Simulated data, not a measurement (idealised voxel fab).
The process module presented herein is designated voxel self aligned vias.
This is section cut - it's 225 nm across, gridded in 5 nm square cells.
This document writes a cross-section as a grid whose cells are square, and gives it as bands, listed from the top down; one or more rows of cells form a band.
Heights first: top, then bottom, in nm. Then materials, left to right, each with a width in nm. "edge to edge" on a single material: fills the band edge to edge. "empty": empty space.
Height datum 0, below which the as-received substrate wafer is one material. Lowest band open at the bottom, running downward: "0..down".
Width spec "30->40" -> top row of cells at first value, bottom row at second value, equal per-row change in between.
"nothing got changed" means the step left every cell of the cross-section as it was.
The list in "Fully sealed cavities" covers empty spaces of 8 cells or more that cannot reach the top through any open way, and it gives each as width x height at distance; the distance is from the left edge, and width, height and distance are in nm.
What comes after the settings on a step's line is commentary from the simulator itself on that step.
overlay nm: for a step with a mask, the amount by which the mask lay right of where it was planned; a negative amount means left of it.

Process steps foreseen in the plan:
step 1: RECEIVE,material Si
step 2: CONFORMAL_DEP,material SiO2,thk nm 15
step 3: CONFORMAL_DEP,material SiCN,thk nm 5
step 4: DIRECTIONAL_DEP,material SiO2,thk nm 20
step 5: DIRECTIONAL_DEP,material aC,thk nm 15
step 6: PATTERN,tone open,mask id LINES,material resist,width nm 20,pitch nm 50,thk nm 35,overlay nm 0
step 7: DIRECTIONAL_ETCH,etch materials aC,depth nm 15
step 8: STRIP,etch materials resist
step 9: DIRECTIONAL_ETCH,etch materials SiO2,depth nm 20
step 10: STRIP,etch materials aC
step 11: CONFORMAL_DEP,material TiN,thk nm 5
step 12: FILL_DEP,material W,thk nm 5
step 13: CMP,height nm 40
step 14: SELECTIVE_ETCH,etch materials W Ru TiN,depth nm 5
step 15: FILL_DEP,material SiN,thk nm 5
step 16: CMP,height nm 40
step 17: DIRECTIONAL_DEP,material SiO2,thk nm 15
step 18: DIRECTIONAL_DEP,material aC,thk nm 15
step 19: PATTERN,tone open,mask id VIAS,material resist,width nm 30,pitch nm 50,thk nm 30,overlay nm 0
step 20: DIRECTIONAL_ETCH,etch materials aC,depth nm 15
step 21: STRIP,etch materials resist
step 22: DIRECTIONAL_ETCH,etch materials SiO2,depth nm 15
step 23: DIRECTIONAL_ETCH,etch materials SiN,depth nm 5
step 24: STRIP,etch materials aC
step 25: CONFORMAL_DEP,material TiN,thk nm 5
step 26: FILL_DEP,material Cu,thk nm 10
step 27: CMP,height nm 55
step 28: CONFORMAL_DEP,material SiCN,thk nm 5

First of two wafers - as planned:

As received (post step 1): cross-section:
	0..down: Si edge to edge
	Fully sealed cavities: none

Cross-section of the wafer after step 2:
	15..0: SiO2 edge to edge
	Below 0, the layers are the same as they were.

Cross-section of the wafer after step 3:
	20..15: SiCN edge to edge
	Below 15, the layers are the same as they were.

Cross-section of the wafer after step 4:
	40..20: SiO2 edge to edge
	Below 20, the layers are the same as they were.

Cross-section of the wafer after step 5:
	55..40: aC edge to edge
	Below 40, the layers are the same as they were.

Cross-section of the wafer after step 6:
	90..55: resist 75, empty 20, resist 30, empty 20, resist 80
	Below 55, the layers are the same as they were.

Cross-section of the wafer after step 7:
	75..55: resist 75, empty 20, resist 30, empty 20, resist 80
	55..40: aC 75, empty 20, aC 30, empty 20, aC 80
	Below 40, the layers are the same as they were.

Cross-section of the wafer after step 8:
	55..40: aC 75, empty 20, aC 30, empty 20, aC 80
	Below 40, the layers are the same as they were.

Cross-section of the wafer after step 9:
	55..40: aC 75, empty 20, aC 30, empty 20, aC 80
	40..20: SiO2 75, empty 20, SiO2 30, empty 20, SiO2 80
	Below 20, the layers are the same as they were.

Cross-section of the wafer after step 10:
	40..20: SiO2 75, empty 20, SiO2 30, empty 20, SiO2 80
	Below 20, the layers are the same as they were.

Cross-section of the wafer after step 11:
	45..40: TiN 80, empty 10, TiN 40, empty 10, TiN 85
	40..25: SiO2 75, TiN 5, empty 10, TiN 5, SiO2 30, TiN 5, empty 10, TiN 5, SiO2 80
	25..20: SiO2 75, TiN 20, SiO2 30, TiN 20, SiO2 80
	Below 20, the layers are the same as they were.

Cross-section of the wafer after step 12:
	50..45: W edge to edge
	45..40: TiN 80, W 10, TiN 40, W 10, TiN 85
	40..25: SiO2 75, TiN 5, W 10, TiN 5, SiO2 30, TiN 5, W 10, TiN 5, SiO2 80
	Below 25, the layers are the same as they were.

Cross-section of the wafer after step 13:
	40..25: SiO2 75, TiN 5, W 10, TiN 5, SiO2 30, TiN 5, W 10, TiN 5, SiO2 80
	Below 25, the layers are the same as they were.

Cross-section of the wafer after step 14:
	40..35: SiO2 75, empty 20, SiO2 30, empty 20, SiO2 80
	Below 35, the layers are the same as they were.

Cross-section of the wafer after step 15:
	45..40: SiN edge to edge
	40..35: SiO2 75, SiN 20, SiO2 30, SiN 20, SiO2 80
	Below 35, the layers are the same as they were.

Cross-section of the wafer after step 16:
	40..35: SiO2 75, SiN 20, SiO2 30, SiN 20, SiO2 80
	Below 35, the layers are the same as they were.

Cross-section of the wafer after step 17:
	55..40: SiO2 edge to edge
	Below 40, the layers are the same as they were.

Cross-section of the wafer after step 18:
	70..55: aC edge to edge
	Below 55, the layers are the same as they were.

Cross-section of the wafer after step 19:
	100..70: resist 70, empty 30, resist 20, empty 30, resist 75
	Below 70, the layers are the same as they were.

Cross-section of the wafer after step 20:
	85..70: resist 70, empty 30, resist 20, empty 30, resist 75
	70..55: aC 70, empty 30, aC 20, empty 30, aC 75
	Below 55, the layers are the same as they were.

Cross-section of the wafer after step 21:
	70..55: aC 70, empty 30, aC 20, empty 30, aC 75
	Below 55, the layers are the same as they were.

Cross-section of the wafer after step 22:
	70..55: aC 70, empty 30, aC 20, empty 30, aC 75
	55..40: SiO2 70, empty 30, SiO2 20, empty 30, SiO2 75
	Below 40, the layers are the same as they were.

Cross-section of the wafer after step 23:
	70..55: aC 70, empty 30, aC 20, empty 30, aC 75
	55..40: SiO2 70, empty 30, SiO2 20, empty 30, SiO2 75
	40..35: SiO2 75, empty 20, SiO2 30, empty 20, SiO2 80
	Below 35, the layers are the same as they were.

Cross-section of the wafer after step 24:
	55..40: SiO2 70, empty 30, SiO2 20, empty 30, SiO2 75
	Below 40, the layers are the same as they were.

Cross-section of the wafer after step 25:
	60..55: TiN 75, empty 20, TiN 30, empty 20, TiN 80
	55..45: SiO2 70, TiN 5, empty 20, TiN 5, SiO2 20, TiN 5, empty 20, TiN 5, SiO2 75
	45..40: SiO2 70, TiN 10, empty 10, TiN 10, SiO2 20, TiN 10, empty 10, TiN 10, SiO2 75
	40..35: SiO2 75, TiN 20, SiO2 30, TiN 20, SiO2 80
	Below 35, the layers are the same as they were.

Cross-section of the wafer after step 26:
	70..60: Cu edge to edge
	60..55: TiN 75, Cu 20, TiN 30, Cu 20, TiN 80
	55..45: SiO2 70, TiN 5, Cu 20, TiN 5, SiO2 20, TiN 5, Cu 20, TiN 5, SiO2 75
	45..40: SiO2 70, TiN 10, Cu 10, TiN 10, SiO2 20, TiN 10, Cu 10, TiN 10, SiO2 75
	Below 40, the layers are the same as they were.

Cross-section of the wafer after step 27:
	55..45: SiO2 70, TiN 5, Cu 20, TiN 5, SiO2 20, TiN 5, Cu 20, TiN 5, SiO2 75
	Below 45, the layers are the same as they were.

Cross-section of the wafer after step 28:
	60..55: SiCN edge to edge
	Below 55, the layers are the same as they were.

The second wafer was prepared from the same starting point and under the same plan as the first; its processing contained one mistake, and it remains indistinguishable from the first wafer up to and including step 5:

Second wafer, section view, time point: scheduled end of step 6:
	90..55: empty 75, resist 20, empty 30, resist 20, empty 80
	Below 55, the layers are the same as they were.

Second wafer, section view, time point: scheduled end of step 7:
	75..55: empty 75, resist 20, empty 30, resist 20, empty 80
	55..40: empty 75, aC 20, empty 30, aC 20, empty 80
	Below 40, the layers are the same as they were.

Second wafer, section view, time point: scheduled end of step 8:
	55..40: empty 75, aC 20, empty 30, aC 20, empty 80
	Below 40, the layers are the same as they were.

Second wafer, section view, time point: scheduled end of step 9:
	55..40: empty 75, aC 20, empty 30, aC 20, empty 80
	40..20: empty 75, SiO2 20, empty 30, SiO2 20, empty 80
	Below 20, the layers are the same as they were.

Second wafer, section view, time point: scheduled end of step 10:
	40..20: empty 75, SiO2 20, empty 30, SiO2 20, empty 80
	Below 20, the layers are the same as they were.

Second wafer, section view, time point: scheduled end of step 11:
	45..40: empty 70, TiN 30, empty 20, TiN 30, empty 75
	40..25: empty 70, TiN 5, SiO2 20, TiN 5, empty 20, TiN 5, SiO2 20, TiN 5, empty 75
	25..20: TiN 75, SiO2 20, TiN 30, SiO2 20, TiN 80
	Below 20, the layers are the same as they were.

Second wafer, section view, time point: scheduled end of step 12:
	50..45: W edge to edge
	45..40: W 70, TiN 30, W 20, TiN 30, W 75
	40..25: W 70, TiN 5, SiO2 20, TiN 5, W 20, TiN 5, SiO2 20, TiN 5, W 75
	Below 25, the layers are the same as they were.

Second wafer, section view, time point: scheduled end of step 13:
	40..25: W 70, TiN 5, SiO2 20, TiN 5, W 20, TiN 5, SiO2 20, TiN 5, W 75
	Below 25, the layers are the same as they were.

Second wafer, section view, time point: scheduled end of step 14:
	40..35: empty 75, SiO2 20, empty 30, SiO2 20, empty 80
	Below 35, the layers are the same as they were.

Second wafer, section view, time point: scheduled end of step 15:
	45..40: SiN edge to edge
	40..35: SiN 75, SiO2 20, SiN 30, SiO2 20, SiN 80
	Below 35, the layers are the same as they were.

Second wafer, section view, time point: scheduled end of step 16:
	40..35: SiN 75, SiO2 20, SiN 30, SiO2 20, SiN 80
	Below 35, the layers are the same as they were.

Second wafer, section view, time point: scheduled end of step 17:
	55..40: SiO2 edge to edge
	Below 40, the layers are the same as they were.

Second wafer, section view, time point: scheduled end of step 18:
	70..55: aC edge to edge
	Below 55, the layers are the same as they were.

Second wafer, section view, time point: scheduled end of step 19:
	100..70: resist 70, empty 30, resist 20, empty 30, resist 75
	Below 70, the layers are the same as they were.

Second wafer, section view, time point: scheduled end of step 20:
	85..70: resist 70, empty 30, resist 20, empty 30, resist 75
	70..55: aC 70, empty 30, aC 20, empty 30, aC 75
	Below 55, the layers are the same as they were.

Second wafer, section view, time point: scheduled end of step 21:
	70..55: aC 70, empty 30, aC 20, empty 30, aC 75
	Below 55, the layers are the same as they were.

Second wafer, section view, time point: scheduled end of step 22:
	70..55: aC 70, empty 30, aC 20, empty 30, aC 75
	55..40: SiO2 70, empty 30, SiO2 20, empty 30, SiO2 75
	Below 40, the layers are the same as they were.

Second wafer, section view, time point: scheduled end of step 23:
	70..55: aC 70, empty 30, aC 20, empty 30, aC 75
	55..40: SiO2 70, empty 30, SiO2 20, empty 30, SiO2 75
	40..35: SiN 70, empty 5, SiO2 20, empty 5, SiN 20, empty 5, SiO2 20, empty 5, SiN 75
	Below 35, the layers are the same as they were.

Second wafer, section view, time point: scheduled end of step 24:
	55..40: SiO2 70, empty 30, SiO2 20, empty 30, SiO2 75
	Below 40, the layers are the same as they were.

Second wafer, section view, time point: scheduled end of step 25:
	60..55: TiN 75, empty 20, TiN 30, empty 20, TiN 80
	55..45: SiO2 70, TiN 5, empty 20, TiN 5, SiO2 20, TiN 5, empty 20, TiN 5, SiO2 75
	45..40: SiO2 70, TiN 30, SiO2 20, TiN 30, SiO2 75
	40..35: SiN 70, TiN 5, SiO2 20, TiN 5, SiN 20, TiN 5, SiO2 20, TiN 5, SiN 75
	Below 35, the layers are the same as they were.

Second wafer, section view, time point: scheduled end of step 26:
	70..60: Cu edge to edge
	60..55: TiN 75, Cu 20, TiN 30, Cu 20, TiN 80
	55..45: SiO2 70, TiN 5, Cu 20, TiN 5, SiO2 20, TiN 5, Cu 20, TiN 5, SiO2 75
	Below 45, the layers are the same as they were.

Second wafer, section view, time point: scheduled end of step 27:
	55..45: SiO2 70, TiN 5, Cu 20, TiN 5, SiO2 20, TiN 5, Cu 20, TiN 5, SiO2 75
	Below 45, the layers are the same as they were.

Second wafer, section view, time point: scheduled end of step 28:
	60..55: SiCN edge to edge
	Below 55, the layers are the same as they were.
It is concluded that the wafer was processed incorrectly with respect to the plan, in that planned and actual differ for step 6; actual: PATTERN,tone cover,mask id LINES,material resist,width nm 20,pitch nm 50,thk nm 35,overlay nm 0
End check, counted in cells, second wafer has more or fewer of these materials than the first: -4 Cu; +33 SiN; -116 SiO2; +29 TiN; +58 W
